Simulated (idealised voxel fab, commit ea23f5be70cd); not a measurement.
Module name: voxel self aligned vias (process module)
Each square cell in cross-section cut measures 5 nm, and the section as a whole is 220 nm wide.
In what follows, cross-sections appear as grids of square cells, described through bands that run from the top down, where every band is one or more rows of cells. Top height, bottom height, nm. Materials left to right, width each, nm. Single material + "everywhere" = fills band edge to edge. "air" = empty. All heights in this document are referenced to 0, defined as the level beneath which the wafer, as received, consists entirely of one material. The lowest band is not bounded below; it extends indefinitely downward and is written in the form "from 0 down". Quick explanation for "30 to 40": the width changes in equal steps down the rows of cells, from the first number in the band's top row to the second number in its bottom row. Any step labelled "left unchanged" changed none of the cells in the cross-section. This entry, "Enclosed internal voids", enumerates those empty regions of no fewer than 8 cells that possess no open connection to the top. Each region is reported in the form width x height at distance, the distance being taken from the left edge, with all three quantities expressed in nm. Whatever follows a step's settings on its line is a remark the simulator itself makes about that step. You can add "overlay nm" to a step's line. For a step with a mask, it describes how far the mask lay to the right of its planned position, and a negative number describes a lay to the left.
The steps planned for the process are as follows
| 1 | RECEIVE (material Si) |
| 2 | CONFORMAL_DEP (material SiO2; thk nm 10) |
| 3 | CONFORMAL_DEP (material SiCN; thk nm 5) |
| 4 | DIRECTIONAL_DEP (material lowk; thk nm 20) |
| 5 | PATTERN (tone open; mask id LINES; material resist; width nm 25; pitch nm 70; thk nm 15; overlay nm 0) |
| 6 | DIRECTIONAL_ETCH (etch materials lowk; depth nm 20) |
| 7 | STRIP (etch materials resist) |
| 8 | CONFORMAL_DEP (material TiN; thk nm 5) |
| 9 | FILL_DEP (material W; thk nm 5) |
| 10 | CMP (height nm 35) |
| 11 | SELECTIVE_ETCH (etch materials W Ru TiN; depth nm 5) |
| 12 | FILL_DEP (material SiN; thk nm 5) |
| 13 | CMP (height nm 35) |
| 14 | DIRECTIONAL_DEP (material lowk; thk nm 20) |
| 15 | PATTERN (tone open; mask id VIAS; material resist; width nm 45; thk nm 20; overlay nm 0) |
| 16 | DIRECTIONAL_ETCH (etch materials lowk; depth nm 20) |
| 17 | DIRECTIONAL_ETCH (etch materials SiN; depth nm 5) |
| 18 | STRIP (etch materials resist) |
| 19 | CONFORMAL_DEP (material TiN; thk nm 5) |
| 20 | FILL_DEP (material W; thk nm 5) |
| 21 | CMP (height nm 55) |
| 22 | CONFORMAL_DEP (material SiCN; thk nm 5) |
The first of two wafers, run as planned
Incoming wafer in cross-section (state: after step 1)
from 0 down  Si everywhere
Enclosed internal voids: none
The wafer, seen in cross-section, after step 2
from 10 to 0  SiO2 everywhere
Below a height of 0, the structure has not been altered.
The wafer, seen in cross-section, after step 3
from 15 to 10  SiCN everywhere
Below a height of 10, the structure has not been altered.
The wafer, seen in cross-section, after step 4
from 35 to 15  lowk everywhere
Below a height of 15, the structure has not been altered.
The wafer, seen in cross-section, after step 5
from 50 to 35  resist (60); air (25); resist (45); air (25); resist (65)
Below a height of 35, the structure has not been altered.
The wafer, seen in cross-section, after step 6
from 50 to 35  resist (60); air (25); resist (45); air (25); resist (65)
from 35 to 15  lowk (60); air (25); lowk (45); air (25); lowk (65)
Below a height of 15, the structure has not been altered.
The wafer, seen in cross-section, after step 7
from 35 to 15  lowk (60); air (25); lowk (45); air (25); lowk (65)
Below a height of 15, the structure has not been altered.
The wafer, seen in cross-section, after step 8
from 40 to 35  TiN (65); air (15); TiN (55); air (15); TiN (70)
from 35 to 20  lowk (60); TiN (5); air (15); TiN (5); lowk (45); TiN (5); air (15); TiN (5); lowk (65)
from 20 to 15  lowk (60); TiN (25); lowk (45); TiN (25); lowk (65)
Below a height of 15, the structure has not been altered.
The wafer, seen in cross-section, after step 9
from 45 to 40  W everywhere
from 40 to 35  TiN (65); W (15); TiN (55); W (15); TiN (70)
from 35 to 20  lowk (60); TiN (5); W (15); TiN (5); lowk (45); TiN (5); W (15); TiN (5); lowk (65)
Below a height of 20, the structure has not been altered.
The wafer, seen in cross-section, after step 10
from 35 to 20  lowk (60); TiN (5); W (15); TiN (5); lowk (45); TiN (5); W (15); TiN (5); lowk (65)
Below a height of 20, the structure has not been altered.
The wafer, seen in cross-section, after step 11
from 35 to 30  lowk (60); air (25); lowk (45); air (25); lowk (65)
Below a height of 30, the structure has not been altered.
The wafer, seen in cross-section, after step 12
from 40 to 35  SiN everywhere
from 35 to 30  lowk (60); SiN (25); lowk (45); SiN (25); lowk (65)
Below a height of 30, the structure has not been altered.
The wafer, seen in cross-section, after step 13
from 35 to 30  lowk (60); SiN (25); lowk (45); SiN (25); lowk (65)
Below a height of 30, the structure has not been altered.
The wafer, seen in cross-section, after step 14
from 55 to 35  lowk everywhere
Below a height of 35, the structure has not been altered.
The wafer, seen in cross-section, after step 15
from 75 to 55  resist (50); air (45); resist (125)
Below a height of 55, the structure has not been altered.
The wafer, seen in cross-section, after step 16
from 75 to 55  resist (50); air (45); resist (125)
from 55 to 35  lowk (50); air (45); lowk (125)
Below a height of 35, the structure has not been altered.
The wafer, seen in cross-section, after step 17
from 75 to 55  resist (50); air (45); resist (125)
from 55 to 35  lowk (50); air (45); lowk (125)
from 35 to 30  lowk (60); air (25); lowk (45); SiN (25); lowk (65)
Below a height of 30, the structure has not been altered.
The wafer, seen in cross-section, after step 18
from 55 to 35  lowk (50); air (45); lowk (125)
Below a height of 35, the structure has not been altered.
The wafer, seen in cross-section, after step 19
from 60 to 55  TiN (55); air (35); TiN (130)
from 55 to 40  lowk (50); TiN (5); air (35); TiN (5); lowk (125)
from 40 to 35  lowk (50); TiN (15); air (15); TiN (15); lowk (125)
from 35 to 30  lowk (60); TiN (25); lowk (45); SiN (25); lowk (65)
Below a height of 30, the structure has not been altered.
The wafer, seen in cross-section, after step 20
from 65 to 60  W everywhere
from 60 to 55  TiN (55); W (35); TiN (130)
from 55 to 40  lowk (50); TiN (5); W (35); TiN (5); lowk (125)
from 40 to 35  lowk (50); TiN (15); W (15); TiN (15); lowk (125)
Below a height of 35, the structure has not been altered.
The wafer, seen in cross-section, after step 21
from 55 to 40  lowk (50); TiN (5); W (35); TiN (5); lowk (125)
Below a height of 40, the structure has not been altered.
The wafer, seen in cross-section, after step 22
from 60 to 55  SiCN everywhere
Below a height of 55, the structure has not been altered.
For the second wafer, take the first wafer's start and plan, then add one mistake made in running it; everything through step 14, that step included, is shared with the first
Second wafer shown in cross-section at the time step 15 was slated to end
from 75 to 55  resist (45); air (55); resist (120)
Below a height of 55, the structure has not been altered.
Second wafer shown in cross-section at the time step 16 was slated to end
from 75 to 55  resist (45); air (55); resist (120)
from 55 to 35  lowk (45); air (55); lowk (120)
Below a height of 35, the structure has not been altered.
Second wafer shown in cross-section at the time step 17 was slated to end
from 75 to 55  resist (45); air (55); resist (120)
from 55 to 35  lowk (45); air (55); lowk (120)
from 35 to 30  lowk (60); air (25); lowk (45); SiN (25); lowk (65)
Below a height of 30, the structure has not been altered.
Second wafer shown in cross-section at the time step 18 was slated to end
from 55 to 35  lowk (45); air (55); lowk (120)
Below a height of 35, the structure has not been altered.
Second wafer shown in cross-section at the time step 19 was slated to end
from 60 to 55  TiN (50); air (45); TiN (125)
from 55 to 40  lowk (45); TiN (5); air (45); TiN (5); lowk (120)
from 40 to 35  lowk (45); TiN (20); air (15); TiN (20); lowk (120)
from 35 to 30  lowk (60); TiN (25); lowk (45); SiN (25); lowk (65)
Below a height of 30, the structure has not been altered.
Second wafer shown in cross-section at the time step 20 was slated to end
from 65 to 60  W everywhere
from 60 to 55  TiN (50); W (45); TiN (125)
from 55 to 40  lowk (45); TiN (5); W (45); TiN (5); lowk (120)
from 40 to 35  lowk (45); TiN (20); W (15); TiN (20); lowk (120)
Below a height of 35, the structure has not been altered.
Second wafer shown in cross-section at the time step 21 was slated to end
from 55 to 40  lowk (45); TiN (5); W (45); TiN (5); lowk (120)
Below a height of 40, the structure has not been altered.
Second wafer shown in cross-section at the time step 22 was slated to end
from 60 to 55  SiCN everywhere
Below a height of 55, the structure has not been altered.
What went wrong in running the wafer? in deviation from the planned setting, step 15 was conducted as PATTERN (tone open; mask id VIAS; material resist; width nm 55; thk nm 20; overlay nm 0)
Final comparison by cell count, materials where the second wafer has more or fewer than the first: 2 more of TiN; 6 more of W; 8 fewer of lowk
